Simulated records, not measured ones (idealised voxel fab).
process module | voxel self aligned contacts
The cross-section shown here is cut; it is 230 nm wide and divided into square cells measuring 5 nm on a side.
This document writes a cross-section as a grid whose cells are square, and gives it as bands, listed from the top down; one or more rows of cells form a band. For a band, the entry starts with two heights in nm, that of the top and then that of the bottom, and carries on with the band's materials in order from left to right, each alongside its width in nm; the word "all across" beside a single material means it fills the band edge to edge, and "air" means empty space. Counting heights begins at 0, where everything beneath is, in the wafer as received, one material. The lowest band has no bottom; it goes on downwards, as "0 and below" shows. The two numbers in a width such as "30..40" mark its ends across the band: the first belongs to the top row of cells, the second to the bottom row, and from each row to the next the width moves by the same amount. "nothing was modified" means the step left every cell of the cross-section as it was. The entry titled "Sealed-off cavities" provides the empty spaces that have no open way to the top, restricted to those of 8 cells or more. Each is presented as width x height at distance, the distance being measured from the left edge, with all three in nm. Whatever follows a step's settings on its line is a remark the simulator itself makes about that step. overlay nm: mask right of planned place by this much (step with mask). Neg. = left.

STEPS IN THE PROCESS PLAN
- 1: RECEIVE [material Si]
- 2: OXIDIZE [depth nm 5]
- 3: DIRECTIONAL_DEP [material polySi] [thk nm 20]
- 4: DIRECTIONAL_DEP [material SiN] [thk nm 25]
- 5: PATTERN [tone cover] [mask id GATE] [material resist] [width nm 35] [pitch nm 70] [thk nm 15] [overlay nm 0]
- 6: DIRECTIONAL_ETCH [etch materials SiN] [depth nm 25]
- 7: DIRECTIONAL_ETCH [etch materials polySi] [depth nm 20]
- 8: STRIP [etch materials resist]
- 9: CONFORMAL_DEP [material SiN] [thk nm 10]
- 10: DIRECTIONAL_ETCH [etch materials SiN] [depth nm 10]
- 11: FILL_DEP [material SiO2] [thk nm 10]
- 12: CMP [height nm 50]
- 13: DIRECTIONAL_DEP [material aC] [thk nm 15]
- 14: PATTERN [tone open] [mask id CONTACT] [material resist] [width nm 55] [pitch nm 70] [thk nm 35] [overlay nm 0]
- 15: DIRECTIONAL_ETCH [etch materials aC] [depth nm 15]
- 16: STRIP [etch materials resist]
- 17: DIRECTIONAL_ETCH [etch materials SiO2] [depth nm 55]
- 18: STRIP [etch materials aC]
- 19: CONFORMAL_DEP [material TiN] [thk nm 5]
- 20: FILL_DEP [material W] [thk nm 5]
- 21: CMP [height nm 50]
- 22: CONFORMAL_DEP [material SiN] [thk nm 5]

SO THIS IS THE INCOMING WAFER IN CROSS-SECTION - IT'S ALREADY BEEN THROUGH STEP 1
    0 and below: Si all across
    Sealed-off cavities: none

RUN AS PLANNED - FIRST OF THE TWO WAFERS CROSS-SECTIONED AT THE END OF THE MODULE
    55 down to 50: SiN all across
    50 down to 45: 50 of SiO2, 25 of TiN, 5 of W, 25 of TiN, 15 of SiO2, 25 of TiN, 5 of W, 25 of TiN, 55 of SiO2
    45 down to 20: 15 of SiO2, 55 of SiN, 5 of TiN, 5 of W, 5 of TiN, 55 of SiN, 5 of TiN, 5 of W, 5 of TiN, 55 of SiN, 20 of SiO2
    20 down to 0: 15 of SiO2, 10 of SiN, 35 of polySi, 10 of SiN, 5 of TiN, 5 of W, 5 of TiN, 10 of SiN, 35 of polySi, 10 of SiN, 5 of TiN, 5 of W, 5 of TiN, 10 of SiN, 35 of polySi, 10 of SiN, 20 of SiO2
    0 down to -5: 70 of SiO2, 15 of TiN, 55 of SiO2, 15 of TiN, 75 of SiO2
    -5 and below: Si all across
    Sealed-off cavities: none

WAFER TWO CROSS-SECTION, MODULE END. START AND PLAN UNCHANGED FROM WAFER ONE; ONE MISTAKE MADE DURING THE RUN
    55 down to 50: SiN all across
    50 down to 45: 55 of SiO2, 20 of TiN, 5 of W, 25 of TiN, 20 of SiO2, 20 of TiN, 5 of W, 25 of TiN, 55 of SiO2
    45 down to 20: 15 of SiO2, 55 of SiN, 5 of TiN, 5 of W, 5 of TiN, 55 of SiN, 5 of TiN, 5 of W, 5 of TiN, 55 of SiN, 20 of SiO2
    20 down to 0: 15 of SiO2, 10 of SiN, 35 of polySi, 10 of SiN, 5 of TiN, 5 of W, 5 of TiN, 10 of SiN, 35 of polySi, 10 of SiN, 5 of TiN, 5 of W, 5 of TiN, 10 of SiN, 35 of polySi, 10 of SiN, 20 of SiO2
    0 down to -5: 70 of SiO2, 15 of TiN, 55 of SiO2, 15 of TiN, 75 of SiO2
    -5 and below: Si all across
    Sealed-off cavities: none
What went wrong in running the wafer? step 14 did not happen as planned, as run it was PATTERN [tone open] [mask id CONTACT] [material resist] [width nm 50] [pitch nm 70] [thk nm 35] [overlay nm 0]
FYI, end of process, the second wafer has more or fewer cells of some materials than the first: SiO2 +2 | TiN -2
